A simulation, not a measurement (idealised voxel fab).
process module | voxel released beams
cross-section cut | 235 nm wide | cells 5 nm
A cross-section is a grid of square cells, given in bands from the top down. A band is one or more rows of cells.
Each band's line starts with the height of the band's top and of its bottom, in nm. Then come its materials from left to right, each with its width in nm. One material with "throughout" fills the band from edge to edge. "air" is empty space.
Height 0 is the level under which the wafer as received is all one material. The lowest band goes on downwards, as in "0 down".
A width such as "30 to 40" changes by the same amount from each row of cells to the next, from the band's top row to its bottom row.
"no change" after a step means that no cell of the cross-section changed.
closed voids: empty space of 8 cells or more with no open way to the top, each as width x height at its distance from the left edge, in nm
after a step's settings: what the simulator itself notes on the step
overlay nm, on a step with a mask: how far to the right of its planned place the mask lay; to the left if negative
plan
1 op RECEIVE | material Si
2 op CONFORMAL_DEP | material Al2O3 | thk nm 10
3 op DIRECTIONAL_DEP | material SiO2 | thk nm 15
4 op MASKED_ETCH | tone open | mask id ANCHOR | width nm 30 | etch materials SiO2 | depth nm 15 | overlay nm 0
5 op CONFORMAL_DEP | material polySi | thk nm 10
6 op MASKED_ETCH | tone cover | mask id BEAM | width nm 100 | etch materials polySi | depth nm 10 | overlay nm 0
7 op STRIP | etch materials SiO2
first wafer, as planned
as received, after step 1
  0 down: Si throughout
  closed voids: none
after step 2
  10 to 0: Al2O3 throughout
  below 0: unchanged
after step 3
  25 to 10: SiO2 throughout
  below 10: unchanged
after step 4
  25 to 10: SiO2 70 | air 30 | SiO2 135
  below 10: unchanged
after step 5
  35 to 25: polySi 80 | air 10 | polySi 145
  25 to 20: SiO2 70 | polySi 10 | air 10 | polySi 10 | SiO2 135
  20 to 10: SiO2 70 | polySi 30 | SiO2 135
  below 10: unchanged
after step 6
  35 to 25: air 65 | polySi 15 | air 10 | polySi 75 | air 70
  below 25: unchanged
after step 7
  35 to 25: air 65 | polySi 15 | air 10 | polySi 75 | air 70
  25 to 20: air 70 | polySi 10 | air 10 | polySi 10 | air 135
  20 to 10: air 70 | polySi 30 | air 135
  below 10: unchanged
second wafer: like start, like plan, one mistake. Through step 5 it matches the first wafer
when step 6 should have ended
  35 to 25: air 65 | polySi 15 | air 10 | polySi 80 | air 65
  below 25: unchanged
when step 7 should have ended
  35 to 25: air 65 | polySi 15 | air 10 | polySi 80 | air 65
  25 to 20: air 70 | polySi 10 | air 10 | polySi 10 | air 135
  20 to 10: air 70 | polySi 30 | air 135
  below 10: unchanged
what went wrong: step 6 ran as: op MASKED_ETCH | tone cover | mask id BEAM | width nm 105 | etch materials polySi | depth nm 10 | overlay nm 0
at the end the second wafer has, in cells: 2 more of polySi
